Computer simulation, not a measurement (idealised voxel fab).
A process module follows: voxel gate over fins.
We display cut, a cross-section 290 nm in width whose square cells are each 5 nm.
Think of the cross-section as a grid of square cells. We describe it in bands, top to bottom, and each band covers one or more rows of those cells.
Band: top height; bottom height; in nm. Then, left to right: material with width in nm, for each material. "edge to edge": a single material spanning edge to edge. "empty": empty space.
Measure heights from 0. That's the level where, below it, the as-received wafer is all one material. The lowest band is bottomless and extends downward; write it as in "0 -> down".
Top row gets the first number, bottom row gets the second, and each row in between changes by the same step: that is how a band width like "30..40" works.
For the purposes of this document, the phrase "stayed the same" attached to a step denotes that no cell within the cross-section was modified by that step.
The entry "Voids, fully enclosed" lists the empty spaces that cover at least 8 cells and have no open path to the top. Each is written as width x height at distance, where the distance is measured from the left edge and all three values are in nm.
Where a step's line continues beyond its settings, the continuation is a remark by the simulator itself on that step.
When a step includes a mask, the "overlay nm" setting on its line states how far to the right of its planned place that mask lay, and negative values state how far to the left.

These are the steps we planned for the process:
1) RECEIVE: material Si
2) CONFORMAL_DEP: material SiN, thk nm 10
3) MASKED_ETCH: tone cover, mask id FINS, width nm 15, pitch nm 40, etch materials SiN, depth nm 10, overlay nm 0
4) MASKED_ETCH: tone cover, mask id FINS, width nm 15, pitch nm 40, etch materials Si, depth nm 30, overlay nm 0
5) FILL_DEP: material SiO2, thk nm 5
6) CMP: height nm 10
7) SELECTIVE_ETCH: etch materials SiO2, depth nm 25
8) STRIP: etch materials SiN
9) CONFORMAL_DEP: material HfO2, thk nm 5
10) CONFORMAL_DEP: material TiN, thk nm 5
11) CONFORMAL_DEP: material TiAl, thk nm 5
12) CONFORMAL_DEP: material TiN, thk nm 5
13) FILL_DEP: material W, thk nm 10
14) CMP: height nm 25
15) CONFORMAL_DEP: material SiCN, thk nm 10

As-received state of the wafer in cross-section, equivalent to post-step 1:
> 0 -> down: Si edge to edge
> Voids, fully enclosed: none

The module was run from the start shown above using the plan shown above, but one mistake was made doing it; the resulting wafer cross-section is below:
> 35 -> 25: SiCN edge to edge
> 25 -> 20: W edge to edge
> 20 -> 15: 95 nm W, then 95 nm TiN, then 100 nm W
> 15 -> 10: 95 nm W, then 5 nm TiN, then 85 nm TiAl, then 5 nm TiN, then 100 nm W
> 10 -> 5: 95 nm W, then 5 nm TiN, then 5 nm TiAl, then 35 nm TiN, then 5 nm TiAl, then 35 nm TiN, then 5 nm TiAl, then 5 nm TiN, then 100 nm W
> 5 -> 0: 100 nm TiN, then 5 nm TiAl, then 5 nm TiN, then 25 nm HfO2, then 5 nm TiN, then 5 nm TiAl, then 5 nm TiN, then 25 nm HfO2, then 5 nm TiN, then 5 nm TiAl, then 105 nm TiN
> 0 -> -5: 105 nm TiAl, then 5 nm TiN, then 5 nm HfO2, then 15 nm Si, then 5 nm HfO2, then 5 nm TiN, then 5 nm TiAl, then 5 nm TiN, then 5 nm HfO2, then 15 nm Si, then 5 nm HfO2, then 5 nm TiN, then 110 nm TiAl
> -5 -> -10: 110 nm TiN, then 5 nm HfO2, then 15 nm Si, then 5 nm HfO2, then 15 nm TiN, then 5 nm HfO2, then 15 nm Si, then 5 nm HfO2, then 115 nm TiN
> -10 -> -15: 115 nm HfO2, then 15 nm Si, then 25 nm HfO2, then 15 nm Si, then 120 nm HfO2
> -15 -> -60: 115 nm SiO2, then 15 nm Si, then 25 nm SiO2, then 15 nm Si, then 120 nm SiO2
> -60 -> down: Si edge to edge
> Voids, fully enclosed: none
Here's what went sideways: plan step 4 ran twice
